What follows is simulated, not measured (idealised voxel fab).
Process module under the name voxel released beams
cross-section cut | 150 nm wide | cells 5 nm
A cross-section in this document is a grid of square cells, and it is written down as bands, the top band listed before the ones below it; a band is made up of one or more rows of cells.
First you get the band's top height and its bottom height, in nm, and then the materials it's made of, left to right, with each width in nm. If you see a single material with "edge to edge", that one covers the band edge to edge. "blank" is empty space.
Basically, 0 is our baseline, since under it the wafer straight out of the box is all one material. The bottom band has no lower end and keeps on going down, so it looks like "0 and below".
Width spec "30 to 40" -> top row of cells at first value, bottom row at second value, equal per-row change in between.
Take "nothing altered" at face value: in the step it is given for, the cross-section changed in none of its cells.
Voids not open to the top, 8 cells minimum: see "Closed void inventory". Written width x height at distance; distance is from the left edge; nm.
The remark found on a step's line after its settings is issued by the simulator itself and pertains to that step.
The optional step-line setting "overlay nm" applies to steps with a mask and quantifies how far to the right of its planned location the mask lay, a negative value indicating leftward placement.
-- Process steps (planned)
1) RECEIVE with material Si
2) CONFORMAL_DEP with material SiN, thk nm 10
3) DIRECTIONAL_DEP with material SiO2, thk nm 20
4) DIRECTIONAL_DEP with material aC, thk nm 15
5) PATTERN with tone open, mask id ANCHOR, material resist, width nm 25, thk nm 30, overlay nm 0
6) DIRECTIONAL_ETCH with etch materials aC, depth nm 15
7) STRIP with etch materials resist
8) DIRECTIONAL_ETCH with etch materials SiO2, depth nm 20
9) STRIP with etch materials aC
10) CONFORMAL_DEP with material TiN, thk nm 10
11) MASKED_ETCH with tone cover, mask id BEAM, width nm 85, etch materials TiN, depth nm 10, overlay nm 0
12) STRIP with etch materials SiO2
-- The following pertains to the first of two wafers, which was processed as planned
-- Cross-section of the wafer as it came to us, i.e., already through step 1
    0 and below  Si edge to edge
    Closed void inventory: none
-- The wafer, seen in cross-section, after step 2
    10 down to 0  SiN edge to edge
    Anything lower than 0 is untouched.
-- The wafer, seen in cross-section, after step 3
    30 down to 10  SiO2 edge to edge
    Anything lower than 10 is untouched.
-- The wafer, seen in cross-section, after step 4
    45 down to 30  aC edge to edge
    Anything lower than 30 is untouched.
-- The wafer, seen in cross-section, after step 5
    75 down to 45  resist (35)  blank (25)  resist (90)
    Anything lower than 45 is untouched.
-- The wafer, seen in cross-section, after step 6
    60 down to 45  resist (35)  blank (25)  resist (90)
    45 down to 30  aC (35)  blank (25)  aC (90)
    Anything lower than 30 is untouched.
-- The wafer, seen in cross-section, after step 7
    45 down to 30  aC (35)  blank (25)  aC (90)
    Anything lower than 30 is untouched.
-- The wafer, seen in cross-section, after step 8
    45 down to 30  aC (35)  blank (25)  aC (90)
    30 down to 10  SiO2 (35)  blank (25)  SiO2 (90)
    Anything lower than 10 is untouched.
-- The wafer, seen in cross-section, after step 9
    30 down to 10  SiO2 (35)  blank (25)  SiO2 (90)
    Anything lower than 10 is untouched.
-- The wafer, seen in cross-section, after step 10
    40 down to 30  TiN (45)  blank (5)  TiN (100)
    30 down to 20  SiO2 (35)  TiN (10)  blank (5)  TiN (10)  SiO2 (90)
    20 down to 10  SiO2 (35)  TiN (25)  SiO2 (90)
    Anything lower than 10 is untouched.
-- The wafer, seen in cross-section, after step 11
    40 down to 30  blank (30)  TiN (15)  blank (5)  TiN (65)  blank (35)
    Anything lower than 30 is untouched.
-- The wafer, seen in cross-section, after step 12
    40 down to 30  blank (30)  TiN (15)  blank (5)  TiN (65)  blank (35)
    30 down to 20  blank (35)  TiN (10)  blank (5)  TiN (10)  blank (90)
    20 down to 10  blank (35)  TiN (25)  blank (90)
    Anything lower than 10 is untouched.
-- Wafer two. Same start, same plan, one slip in execution. Same as wafer one through step 1, inclusive
-- X-section, second wafer, when step 2 was due to finish
    20 down to 0  SiO2 edge to edge
    Anything lower than 0 is untouched.
-- X-section, second wafer, when step 3 was due to finish
    30 down to 20  SiN edge to edge
    Anything lower than 20 is untouched.
-- X-section, second wafer, when step 4 was due to finish
    45 down to 30  aC edge to edge
    Anything lower than 30 is untouched.
-- X-section, second wafer, when step 5 was due to finish
    75 down to 45  resist (35)  blank (25)  resist (90)
    Anything lower than 45 is untouched.
-- X-section, second wafer, when step 6 was due to finish
    60 down to 45  resist (35)  blank (25)  resist (90)
    45 down to 30  aC (35)  blank (25)  aC (90)
    Anything lower than 30 is untouched.
-- X-section, second wafer, when step 7 was due to finish
    45 down to 30  aC (35)  blank (25)  aC (90)
    Anything lower than 30 is untouched.
X-section, second wafer, when step 8 was due to finish: nothing altered
-- X-section, second wafer, when step 9 was due to finish
    30 down to 20  SiN edge to edge
    Anything lower than 20 is untouched.
-- X-section, second wafer, when step 10 was due to finish
    40 down to 30  TiN edge to edge
    Anything lower than 30 is untouched.
-- X-section, second wafer, when step 11 was due to finish
    40 down to 30  blank (30)  TiN (85)  blank (35)
    Anything lower than 30 is untouched.
X-section, second wafer, when step 12 was due to finish: nothing altered
Against the plan, the run slipped here: transposition of steps 2 and 3 relative to the planned sequence
Materials where the second wafer ends with more or fewer cells than the first: SiO2: 120 more; TiN: 16 fewer
